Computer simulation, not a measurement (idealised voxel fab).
Name of the process module below: voxel transistor to metal
In the cross-section labelled cut, the width is 205 nm and each square cell is 5 nm.
We lay out every cross-section as a grid of square cells and spell it out in bands from the top down, where one band means one or more rows of cells.
Each band's line starts with the height of the band's top and of its bottom, in nm. Then come its materials from left to right, each with its width in nm. One material with "edge to edge" fills the band from edge to edge. "air" is empty space.
Heights are expressed relative to 0, this being the level below which the as-received wafer comprises one material exclusively. The lowest band is unbounded in the downward direction and is denoted as in "0 -> down".
Read "30..40" as a graded width: first number on top, second number at the bottom, same change between each pair of neighbouring rows.
Step marked "no alterations made"? Then no cell in the cross-section changed in it.
"Enclosed cavities": sealed empty spaces, 8 cells or more, no open way to top, listed width x height at distance, with distance from the left edge and width, height and distance in nm.
That trailing text on a step's line, after the settings, is the simulator's own remark on the step.
Each step line may optionally specify "overlay nm", which for a step with a mask gives the rightward distance between the mask's planned place and where it lay, a negative value indicating the leftward direction.
## Set out below are the planned steps of the process
1) RECEIVE,material Si
2) CONFORMAL_DEP,material SiO2,thk nm 5
3) CONFORMAL_DEP,material SiN,thk nm 15
4) PATTERN,tone cover,mask id ACTIVE,material resist,width nm 105,thk nm 20,overlay nm 0
5) DIRECTIONAL_ETCH,etch materials SiN,depth nm 15
6) DIRECTIONAL_ETCH,etch materials SiO2,depth nm 5
7) DIRECTIONAL_ETCH,etch materials Si,depth nm 20
8) STRIP,etch materials resist
9) FILL_DEP,material SiO2,thk nm 15
10) CMP,height nm 20
11) SELECTIVE_ETCH,etch materials SiO2,depth nm 10
12) STRIP,etch materials SiN
13) SELECTIVE_ETCH,etch materials SiO2,depth nm 5
14) OXIDIZE,depth nm 5
15) DIRECTIONAL_DEP,material polySi,thk nm 20
16) DIRECTIONAL_DEP,material SiCN,thk nm 15
17) PATTERN,tone cover,mask id GATE,material resist,width nm 25,thk nm 20,overlay nm 0
18) DIRECTIONAL_ETCH,etch materials SiCN,depth nm 25
19) DIRECTIONAL_ETCH,etch materials polySi,depth nm 30
20) STRIP,etch materials resist
21) CONFORMAL_DEP,material SiN,thk nm 10
22) DIRECTIONAL_ETCH,etch materials SiN,depth nm 10
23) DIRECTIONAL_ETCH,etch materials SiO2,depth nm 5
24) DIRECTIONAL_ETCH,etch materials Si,depth nm 15
25) EPI,material SiGe,thk nm 15
26) FILL_DEP,material SiO2,thk nm 5
27) CMP,height nm 35
28) DIRECTIONAL_DEP,material SiO2,thk nm 15
29) MASKED_ETCH,tone open,mask id CONTACT,width nm 15,pitch nm 80,etch materials SiO2,depth nm 40,overlay nm 0
30) CONFORMAL_DEP,material TiN,thk nm 5
31) FILL_DEP,material Ru,thk nm 5
32) CMP,height nm 50
33) CONFORMAL_DEP,material SiN,thk nm 5
34) DIRECTIONAL_DEP,material lowk,thk nm 5
35) DIRECTIONAL_DEP,material aC,thk nm 10
36) PATTERN,tone open,mask id METAL_1,material resist,width nm 15,pitch nm 80,thk nm 30,overlay nm 0
37) DIRECTIONAL_ETCH,etch materials aC,depth nm 10
38) STRIP,etch materials resist
39) DIRECTIONAL_ETCH,etch materials lowk,depth nm 15
40) DIRECTIONAL_ETCH,etch materials SiN,depth nm 5
41) STRIP,etch materials aC
42) CONFORMAL_DEP,material TiN,thk nm 5
43) FILL_DEP,material Cu,thk nm 10
44) CMP,height nm 70
45) CONFORMAL_DEP,material SiCN,thk nm 5
46) DIRECTIONAL_DEP,material lowk,thk nm 30
47) DIRECTIONAL_DEP,material aC,thk nm 15
48) PATTERN,tone open,mask id METAL_2,material resist,width nm 15,pitch nm 80,thk nm 30,overlay nm 0
49) DIRECTIONAL_ETCH,etch materials aC,depth nm 15
50) STRIP,etch materials resist
51) DIRECTIONAL_ETCH,etch materials lowk,depth nm 20
52) STRIP,etch materials aC
53) MASKED_ETCH,tone open,mask id METAL_2_HOLES,width nm 15,pitch nm 80,etch materials lowk,depth nm 10,overlay nm 0
54) MASKED_ETCH,tone open,mask id METAL_2_HOLES,width nm 15,pitch nm 80,etch materials SiCN,depth nm 5,overlay nm 0
55) CONFORMAL_DEP,material TiN,thk nm 5
56) FILL_DEP,material Cu,thk nm 10
57) CMP,height nm 105
58) CONFORMAL_DEP,material SiN,thk nm 5
Same starting wafers, different thk nm at step 34. Plan value belongs to the first wafer.
## Cross-sectional view of the first of several wafers in the as-received condition, corresponding to the state following step 1
  0 -> down | Si edge to edge
  Enclosed cavities: none
## First of several wafers, sectioned at end of module (last step: step 58)
  110 -> 105 | SiN edge to edge
  105 -> 75 | lowk (55); TiN (5); Cu (5); TiN (5); lowk (65); TiN (5); Cu (5); TiN (5); lowk (55)
  75 -> 70 | SiCN (55); TiN (15); SiCN (65); TiN (15); SiCN (55)
  70 -> 65 | Cu edge to edge
  65 -> 60 | TiN (60); Cu (5); TiN (75); Cu (5); TiN (60)
  60 -> 55 | lowk (55); TiN (5); Cu (5); TiN (5); lowk (65); TiN (5); Cu (5); TiN (5); lowk (55)
  55 -> 50 | SiN (55); TiN (15); SiN (65); TiN (15); SiN (55)
  50 -> 35 | SiO2 (55); TiN (5); Ru (5); TiN (5); SiO2 (65); TiN (5); Ru (5); TiN (5); SiO2 (55)
  35 -> 20 | SiO2 (55); TiN (5); Ru (5); TiN (5); SiO2 (10); SiN (10); SiCN (25); SiN (10); SiO2 (10); TiN (5); Ru (5); TiN (5); SiO2 (55)
  20 -> 15 | SiO2 (55); TiN (5); Ru (5); TiN (5); SiO2 (10); SiN (10); polySi (25); SiN (10); SiO2 (10); TiN (5); Ru (5); TiN (5); SiO2 (55)
  15 -> 10 | SiO2 (55); TiN (15); SiO2 (10); SiN (10); polySi (25); SiN (10); SiO2 (10); TiN (15); SiO2 (55)
  10 -> 5 | SiO2 (50); SiGe (30); SiN (10); polySi (25); SiN (10); SiGe (30); SiO2 (50)
  5 -> 0 | SiO2 (45); SiN (10); SiGe (25); SiN (10); polySi (25); SiN (10); SiGe (25); SiN (10); SiO2 (45)
  0 -> -5 | SiO2 (55); SiGe (25); SiO2 (45); SiGe (25); SiO2 (55)
  -5 -> -20 | SiO2 (50); Si (5); SiGe (25); Si (45); SiGe (25); Si (5); SiO2 (50)
  -20 -> down | Si edge to edge
  Enclosed cavities: none
## Of the several wafers, the last: cross-section at the end of the module
  110 -> 105 | SiN edge to edge
  105 -> 75 | lowk (55); TiN (5); Cu (5); TiN (5); lowk (65); TiN (5); Cu (5); TiN (5); lowk (55)
  75 -> 70 | SiCN (55); TiN (15); SiCN (65); TiN (15); SiCN (55)
  70 -> 55 | lowk edge to edge
  55 -> 50 | SiN edge to edge
  50 -> 35 | SiO2 (55); TiN (5); Ru (5); TiN (5); SiO2 (65); TiN (5); Ru (5); TiN (5); SiO2 (55)
  35 -> 20 | SiO2 (55); TiN (5); Ru (5); TiN (5); SiO2 (10); SiN (10); SiCN (25); SiN (10); SiO2 (10); TiN (5); Ru (5); TiN (5); SiO2 (55)
  20 -> 15 | SiO2 (55); TiN (5); Ru (5); TiN (5); SiO2 (10); SiN (10); polySi (25); SiN (10); SiO2 (10); TiN (5); Ru (5); TiN (5); SiO2 (55)
  15 -> 10 | SiO2 (55); TiN (15); SiO2 (10); SiN (10); polySi (25); SiN (10); SiO2 (10); TiN (15); SiO2 (55)
  10 -> 5 | SiO2 (50); SiGe (30); SiN (10); polySi (25); SiN (10); SiGe (30); SiO2 (50)
  5 -> 0 | SiO2 (45); SiN (10); SiGe (25); SiN (10); polySi (25); SiN (10); SiGe (25); SiN (10); SiO2 (45)
  0 -> -5 | SiO2 (55); SiGe (25); SiO2 (45); SiGe (25); SiO2 (55)
  -5 -> -20 | SiO2 (50); Si (5); SiGe (25); Si (45); SiGe (25); Si (5); SiO2 (50)
  -20 -> down | Si edge to edge
  Enclosed cavities: none
## Every row in this table is a wafer at the end of the module, and it gives, for each of the materials, the cells that wafer has gained (+) or lost (-) since it was received, then its closed voids
thk nm 5 | +57 Cu | +14 Ru | -131 Si | +50 SiCN | +62 SiGe | +108 SiN | +364 SiO2 | +113 TiN | +245 lowk | +20 polySi | Enclosed cavities: none
thk nm 10 | +18 Cu | +14 Ru | -131 Si | +50 SiCN | +62 SiGe | +108 SiN | +364 SiO2 | +117 TiN | +280 lowk | +20 polySi | Enclosed cavities: none
thk nm 15 | +18 Cu | +14 Ru | -131 Si | +50 SiCN | +62 SiGe | +108 SiN | +364 SiO2 | +82 TiN | +315 lowk | +20 polySi | Enclosed cavities: none
thk nm 20 | +14 Cu | +14 Ru | -131 Si | +50 SiCN | +62 SiGe | +114 SiN | +364 SiO2 | +74 TiN | +321 lowk | +20 polySi | Enclosed cavities: none
thk nm 25 | +12 Cu | +14 Ru | -131 Si | +50 SiCN | +62 SiGe | +114 SiN | +364 SiO2 | +70 TiN | +327 lowk | +20 polySi | Enclosed cavities: none
thk nm 30 | +12 Cu | +14 Ru | -131 Si | +50 SiCN | +62 SiGe | +114 SiN | +364 SiO2 | +64 TiN | +333 lowk | +20 polySi | Enclosed cavities: none
